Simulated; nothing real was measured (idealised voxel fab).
The document below concerns the process module designated voxel ribs on slabs.
FYI the section here is cut, 155 nm wide, cells are 5 nm squares.
Cross-section format: a grid of square cells, given as bands from top to bottom; each band is one or more rows of cells. Basically the band line says how high the top is and how high the bottom is, in nm, and then what's in it from left to right, every material with its width in nm. Empty space shows up as "blank", and if a single material carries "edge to edge" it runs the full band edge to edge. Heights are reckoned from 0. Under this level, the received wafer is all of one material. The bottommost band is open-ended downward, for example "0..down". The two numbers in a width such as "30 to 40" mark its ends across the band: the first belongs to the top row of cells, the second to the bottom row, and from each row to the next the width moves by the same amount. Take "no alterations made" at face value: in the step it is given for, the cross-section changed in none of its cells. Closed-off voids of 8+ cells (no open route to the top) go in "Closed void roster", written width x height at distance from the left edge, in nm. On a step's line, text after the settings is the simulator commenting on that step. "overlay nm", when on a step's line for a step with a mask, measures how far to the right of its planned place the mask lay; a negative measure means to the left.

## These are the steps we planned for the process
1,RECEIVE (material Si)
2,DIRECTIONAL_DEP (material SiO2; thk nm 20)
3,DIRECTIONAL_DEP (material polySi; thk nm 25)
4,PATTERN (tone cover; mask id RIB; material resist; width nm 25; thk nm 15; overlay nm 0)
5,DIRECTIONAL_ETCH (etch materials polySi; depth nm 5)
6,STRIP (etch materials resist)
7,MASKED_ETCH (tone cover; mask id SLAB; width nm 85; etch materials polySi; depth nm 20; overlay nm 0)
8,FILL_DEP (material SiO2; thk nm 30)
9,CMP (height nm 65)
10,DIRECTIONAL_DEP (material TiN; thk nm 10)
11,DIRECTIONAL_DEP (material aC; thk nm 10)
12,PATTERN (tone cover; mask id HEATER; material resist; width nm 35; thk nm 30; overlay nm 0)
13,DIRECTIONAL_ETCH (etch materials aC; depth nm 10)
14,STRIP (etch materials resist)
15,DIRECTIONAL_ETCH (etch materials TiN; depth nm 10)
16,STRIP (etch materials aC)
17,CONFORMAL_DEP (material SiN; thk nm 10)

## Cross-sectional view of the wafer in its as-received condition, corresponding to the state after step 1
    0..down  Si edge to edge
    Closed void roster: none

## This is how the wafer looks in cross-section once the module is done, given the starting state and plan above and one mistake in carrying the plan out
    85..75  blank 50 nm, then SiN 55 nm, then blank 50 nm
    75..65  SiN 60 nm, then TiN 35 nm, then SiN 60 nm
    65..45  SiO2 edge to edge
    45..40  SiO2 55 nm, then polySi 25 nm, then SiO2 75 nm
    40..20  SiO2 35 nm, then polySi 85 nm, then SiO2 35 nm
    20..0  SiO2 edge to edge
    0..down  Si edge to edge
    Closed void roster: none
Deviation from plan: step 4 was not run as planned; what actually ran was PATTERN (tone cover; mask id RIB; material resist; width nm 25; thk nm 15; overlay nm -10)
